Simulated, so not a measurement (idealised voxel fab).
The name of this process module is voxel gate over fins.
The cross-section shown here is cut; it is 220 nm wide and divided into square cells measuring 5 nm on a side.
Cross-section, as written here: a square-cell grid given band by band from the top down, where a band holds one or more rows of cells. What a band's entry tells you: where the top is and where the bottom is, as heights in nm, and after that what lies inside, material by material from left to right, each with its width in nm. Empty space is written as the word "air", and a single material marked with the word "throughout" occupies the band from edge to edge. Convention: height 0 is the level below which the wafer, as received, is all one material. The lowest band does not terminate at the bottom but continues downward, represented as "0 and below". Think of "30 to 40" as a width that walks from the first number to the second as you go down the band, top row to bottom row, taking equal-sized steps from row to row. "same as before" for a step: no cell of the cross-section changed in that step. In the "Closed void roster" entry, you get each enclosed empty space of 8 cells or more, one with no open way to the top, written width x height at distance, distance from the left edge, in nm. Read whatever lies past the settings on a step's line as the simulator's own remark about the step. overlay nm: mask offset rightward from planned place, masked step; negative means leftward offset.

PLANNED STEP LIST FOR THE PROCESS
| 1 | RECEIVE [material Si] |
| 2 | CONFORMAL_DEP [material SiN] [thk nm 5] |
| 3 | MASKED_ETCH [tone cover] [mask id FINS] [width nm 15] [pitch nm 50] [etch materials SiN] [depth nm 5] [overlay nm 0] |
| 4 | MASKED_ETCH [tone cover] [mask id FINS] [width nm 15] [pitch nm 50] [etch materials Si] [depth nm 40] [overlay nm 0] |
| 5 | FILL_DEP [material SiO2] [thk nm 5] |
| 6 | CMP [height nm 5] |
| 7 | PATTERN [tone open] [mask id RAIL] [material resist] [width nm 15] [thk nm 15] [overlay nm 0] |
| 8 | DIRECTIONAL_ETCH [etch materials SiO2] [depth nm 40] |
| 9 | STRIP [etch materials resist] |
| 10 | CONFORMAL_DEP [material TiN] [thk nm 5] |
| 11 | FILL_DEP [material Ru] [thk nm 10] |
| 12 | CMP [height nm 5] |
| 13 | SELECTIVE_ETCH [etch materials W Ru TiN] [depth nm 30] |
| 14 | FILL_DEP [material SiO2] [thk nm 5] |
| 15 | CMP [height nm 5] |
| 16 | SELECTIVE_ETCH [etch materials SiO2] [depth nm 20] |
| 17 | STRIP [etch materials SiN] |
| 18 | CONFORMAL_DEP [material HfO2] [thk nm 5] |
| 19 | CONFORMAL_DEP [material TiN] [thk nm 5] |
| 20 | CONFORMAL_DEP [material TiAl] [thk nm 5] |
| 21 | CONFORMAL_DEP [material TiN] [thk nm 5] |
| 22 | FILL_DEP [material W] [thk nm 15] |
| 23 | CMP [height nm 30] |
| 24 | CONFORMAL_DEP [material SiN] [thk nm 5] |

AS RECEIVED (POST STEP 1): CROSS-SECTION
	0 and below = Si throughout
	Closed void roster: none

LOOKING AT THE FIRST OF TWO WAFERS IN CROSS-SECTION AT END OF MODULE - RAN TO PLAN
	35 down to 30 = SiN throughout
	30 down to 20 = W throughout
	20 down to 15 = W (30), TiN (155), W (35)
	15 down to 10 = W (30), TiN (5), TiAl (45), TiN (5), TiAl (45), TiN (5), TiAl (45), TiN (5), W (35)
	10 down to 5 = W (30), TiN (5), TiAl (5), TiN (35), TiAl (5), TiN (5), TiAl (5), TiN (35), TiAl (5), TiN (5), TiAl (5), TiN (35), TiAl (5), TiN (5), W (35)
	5 down to 0 = TiN (35), TiAl (5), TiN (5), HfO2 (25), TiN (5), TiAl (5), TiN (5), TiAl (5), TiN (5), HfO2 (25), TiN (5), TiAl (5), TiN (5), TiAl (5), TiN (5), HfO2 (25), TiN (5), TiAl (5), TiN (40)
	0 down to -5 = TiAl (40), TiN (5), HfO2 (5), Si (15), HfO2 (5), TiN (5), TiAl (15), TiN (5), HfO2 (5), Si (15), HfO2 (5), TiN (5), TiAl (15), TiN (5), HfO2 (5), Si (15), HfO2 (5), TiN (5), TiAl (45)
	-5 down to -10 = TiN (45), HfO2 (5), Si (15), HfO2 (5), TiN (25), HfO2 (5), Si (15), HfO2 (5), TiN (25), HfO2 (5), Si (15), HfO2 (5), TiN (50)
	-10 down to -15 = HfO2 (50), Si (15), HfO2 (35), Si (15), HfO2 (35), Si (15), HfO2 (55)
	-15 down to -25 = SiO2 (50), Si (15), SiO2 (35), Si (15), SiO2 (35), Si (15), SiO2 (55)
	-25 down to -30 = SiO2 (50), Si (15), SiO2 (10), TiN (5), Ru (5), TiN (5), SiO2 (10), Si (15), SiO2 (35), Si (15), SiO2 (55)
	-30 down to -35 = SiO2 (50), Si (15), SiO2 (10), TiN (15), SiO2 (10), Si (15), SiO2 (35), Si (15), SiO2 (55)
	-35 down to -40 = SiO2 (50), Si (15), SiO2 (35), Si (15), SiO2 (35), Si (15), SiO2 (55)
	-40 and below = Si throughout
	Closed void roster: none

END-OF-MODULE CROSS-SECTION OF THE SECOND WAFER: IDENTICAL STARTING POINT AND PROCESS PLAN TO THE FIRST, WITH ONE PROCESSING MISTAKE
	35 down to 30 = SiN throughout
	30 down to 20 = W throughout
	20 down to 15 = W (30), TiN (155), W (35)
	15 down to 10 = W (30), TiN (5), TiAl (45), TiN (5), TiAl (45), TiN (5), TiAl (45), TiN (5), W (35)
	10 down to 5 = W (30), TiN (5), TiAl (5), TiN (35), TiAl (5), TiN (5), TiAl (5), TiN (35), TiAl (5), TiN (5), TiAl (5), TiN (35), TiAl (5), TiN (5), W (35)
	5 down to 0 = TiN (35), TiAl (5), TiN (5), HfO2 (25), TiN (5), TiAl (5), TiN (5), TiAl (5), TiN (5), HfO2 (25), TiN (5), TiAl (5), TiN (5), TiAl (5), TiN (5), HfO2 (25), TiN (5), TiAl (5), TiN (40)
	0 down to -5 = TiAl (40), TiN (5), HfO2 (5), Si (15), HfO2 (5), TiN (5), TiAl (15), TiN (5), HfO2 (5), Si (15), HfO2 (5), TiN (5), TiAl (15), TiN (5), HfO2 (5), Si (15), HfO2 (5), TiN (5), TiAl (45)
	-5 down to -10 = TiN (45), HfO2 (5), Si (15), HfO2 (5), TiN (25), HfO2 (5), Si (15), HfO2 (5), TiN (25), HfO2 (5), Si (15), HfO2 (5), TiN (50)
	-10 down to -15 = HfO2 (50), Si (15), HfO2 (35), Si (15), HfO2 (35), Si (15), HfO2 (55)
	-15 down to -25 = SiO2 (50), Si (15), SiO2 (35), Si (15), SiO2 (35), Si (15), SiO2 (55)
	-25 down to -30 = SiO2 (50), Si (15), SiO2 (5), TiN (5), Ru (15), TiN (5), SiO2 (5), Si (15), SiO2 (35), Si (15), SiO2 (55)
	-30 down to -35 = SiO2 (50), Si (15), SiO2 (5), TiN (25), SiO2 (5), Si (15), SiO2 (35), Si (15), SiO2 (55)
	-35 down to -40 = SiO2 (50), Si (15), SiO2 (35), Si (15), SiO2 (35), Si (15), SiO2 (55)
	-40 and below = Si throughout
	Closed void roster: none
What was the processing mistake? step 7 changed vs plan, executed as PATTERN [tone open] [mask id RAIL] [material resist] [width nm 25] [thk nm 15] [overlay nm 0]
at the end the second wafer has, in cells: Ru: 2 more; SiO2: 4 fewer; TiN: 2 more
